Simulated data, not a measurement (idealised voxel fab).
Module name: voxel transistor to metal (process module)
The figure presents cross-section cut, which has a width of 160 nm and is divided into square cells with an edge length of 5 nm.
The cross-sections in this document take the form of a grid made of square cells. They are written out as bands, in order from top to bottom. Each band consists of one or more rows of cells. Band: top height; bottom height; in nm. Then, left to right: material with width in nm, for each material. "edge to edge": a single material spanning edge to edge. "blank": empty space. Ref level 0: as-received wafer is one material below here. Bottom band extends down with no lower bound ("0..down"). Graded width ("30 to 40"): value in top row of band = first number; value in bottom row = second number; row-to-row change constant. You'll sometimes find "left unchanged" written for a step, and that's the way of saying that nowhere in the cross-section did a cell change during that step. This entry, "Enclosed void list", enumerates those empty regions of no fewer than 8 cells that possess no open connection to the top. Each region is reported in the form width x height at distance, the distance being taken from the left edge, with all three quantities expressed in nm. What comes after the settings on a step's line is commentary from the simulator itself on that step. For masked steps, "overlay nm" on the step line gives how far right of plan the mask actually lay; a minus sign means it lay to the left.
-- Planned process steps
| 1 | op RECEIVE | material Si |
| 2 | op OXIDIZE | depth nm 5 |
| 3 | op CONFORMAL_DEP | material SiN | thk nm 10 |
| 4 | op PATTERN | tone cover | mask id ACTIVE | material resist | width nm 100 | thk nm 20 | overlay nm 0 |
| 5 | op DIRECTIONAL_ETCH | etch materials SiN | depth nm 10 |
| 6 | op DIRECTIONAL_ETCH | etch materials SiO2 | depth nm 5 |
| 7 | op DIRECTIONAL_ETCH | etch materials Si | depth nm 30 |
| 8 | op STRIP | etch materials resist |
| 9 | op OXIDIZE | depth nm 5 |
| 10 | op FILL_DEP | material SiO2 | thk nm 5 |
| 11 | op CMP | height nm 10 |
| 12 | op SELECTIVE_ETCH | etch materials SiO2 | depth nm 5 |
| 13 | op STRIP | etch materials SiN |
| 14 | op SELECTIVE_ETCH | etch materials SiO2 | depth nm 5 |
| 15 | op OXIDIZE | depth nm 5 |
| 16 | op DIRECTIONAL_DEP | material polySi | thk nm 25 |
| 17 | op DIRECTIONAL_DEP | material SiCN | thk nm 15 |
| 18 | op MASKED_ETCH | tone cover | mask id GATE | width nm 20 | etch materials SiCN | depth nm 25 | overlay nm 0 |
| 19 | op MASKED_ETCH | tone cover | mask id GATE | width nm 20 | etch materials polySi | depth nm 35 | overlay nm 0 |
| 20 | op CONFORMAL_DEP | material SiN | thk nm 5 |
| 21 | op DIRECTIONAL_ETCH | etch materials SiN | depth nm 5 |
| 22 | op DIRECTIONAL_ETCH | etch materials SiO2 | depth nm 5 |
| 23 | op EPI | material nSi | thk nm 5 |
| 24 | op FILL_DEP | material SiO2 | thk nm 5 |
| 25 | op CMP | height nm 35 |
| 26 | op DIRECTIONAL_DEP | material SiO2 | thk nm 15 |
| 27 | op PATTERN | tone open | mask id CONTACT | material resist | width nm 20 | pitch nm 70 | thk nm 20 | overlay nm 0 |
| 28 | op DIRECTIONAL_ETCH | etch materials SiO2 | depth nm 55 |
| 29 | op STRIP | etch materials resist |
| 30 | op CONFORMAL_DEP | material TiN | thk nm 5 |
| 31 | op FILL_DEP | material W | thk nm 10 |
| 32 | op CMP | height nm 50 |
| 33 | op CONFORMAL_DEP | material SiN | thk nm 5 |
| 34 | op DIRECTIONAL_DEP | material lowk | thk nm 20 |
| 35 | op PATTERN | tone open | mask id METAL_1 | material resist | width nm 20 | pitch nm 70 | thk nm 15 | overlay nm 0 |
| 36 | op DIRECTIONAL_ETCH | etch materials lowk | depth nm 20 |
| 37 | op DIRECTIONAL_ETCH | etch materials SiN | depth nm 5 |
| 38 | op STRIP | etch materials resist |
| 39 | op CONFORMAL_DEP | material TiN | thk nm 5 |
| 40 | op FILL_DEP | material Ru | thk nm 10 |
| 41 | op CMP | height nm 75 |
| 42 | op CONFORMAL_DEP | material SiCN | thk nm 5 |
| 43 | op DIRECTIONAL_DEP | material lowk | thk nm 25 |
| 44 | op DIRECTIONAL_DEP | material aC | thk nm 15 |
| 45 | op PATTERN | tone open | mask id METAL_2_HOLES | material resist | width nm 15 | pitch nm 70 | thk nm 35 | overlay nm 0 |
| 46 | op DIRECTIONAL_ETCH | etch materials aC | depth nm 15 |
| 47 | op STRIP | etch materials resist |
| 48 | op DIRECTIONAL_ETCH | etch materials lowk | depth nm 25 |
| 49 | op STRIP | etch materials aC |
| 50 | op PATTERN | tone open | mask id METAL_2 | material resist | width nm 20 | pitch nm 70 | thk nm 15 | overlay nm 0 |
| 51 | op DIRECTIONAL_ETCH | etch materials lowk | depth nm 15 |
| 52 | op DIRECTIONAL_ETCH | etch materials SiCN | depth nm 5 |
| 53 | op STRIP | etch materials resist |
| 54 | op CONFORMAL_DEP | material TiN | thk nm 5 |
| 55 | op FILL_DEP | material Cu | thk nm 10 |
| 56 | op CMP | height nm 105 |
| 57 | op CONFORMAL_DEP | material SiCN | thk nm 5 |
-- Cross-section of the wafer at receipt, which is the condition after step 1
> 0..down: Si edge to edge
> Enclosed void list: none
-- The plan above was carried out on the starting structure above with one mistake, and this cross-section shows the wafer at the end of the module
> 110..105: SiCN edge to edge
> 105..95: lowk (35)  TiN (5)  Cu (10)  TiN (5)  lowk (50)  TiN (5)  Cu (10)  TiN (5)  lowk (35)
> 95..90: lowk (35)  TiN (5)  Cu (5)  TiN (10)  lowk (50)  TiN (5)  Cu (5)  TiN (10)  lowk (35)
> 90..80: lowk (35)  TiN (5)  Cu (5)  TiN (5)  lowk (55)  TiN (5)  Cu (5)  TiN (5)  lowk (40)
> 80..75: SiCN (35)  TiN (15)  SiCN (55)  TiN (15)  SiCN (40)
> 75..55: lowk (35)  TiN (5)  Ru (10)  TiN (5)  lowk (50)  TiN (5)  Ru (10)  TiN (5)  lowk (35)
> 55..50: SiN (35)  TiN (20)  SiN (50)  TiN (20)  SiN (35)
> 50..35: SiO2 (35)  TiN (5)  W (10)  TiN (5)  SiO2 (50)  TiN (5)  W (10)  TiN (5)  SiO2 (35)
> 35..25: SiO2 (35)  TiN (5)  W (10)  TiN (5)  SiO2 (10)  SiN (5)  SiCN (20)  SiN (5)  SiO2 (10)  TiN (5)  W (10)  TiN (5)  SiO2 (35)
> 25..0: SiO2 (35)  TiN (5)  W (10)  TiN (5)  SiO2 (10)  SiN (5)  polySi (20)  SiN (5)  SiO2 (10)  TiN (5)  W (10)  TiN (5)  SiO2 (35)
> 0..-5: SiO2 (30)  SiN (5)  TiN (20)  SiO2 (50)  TiN (20)  SiN (5)  SiO2 (30)
> -5..-10: nSi (30)  SiO2 (100)  nSi (30)
> -10..-40: Si (25)  SiO2 (110)  Si (25)
> -40..down: Si edge to edge
> Enclosed void list: none
Finding, execution versus plan: step 4 ran as: op PATTERN | tone open | mask id ACTIVE | material resist | width nm 100 | thk nm 20 | overlay nm 0
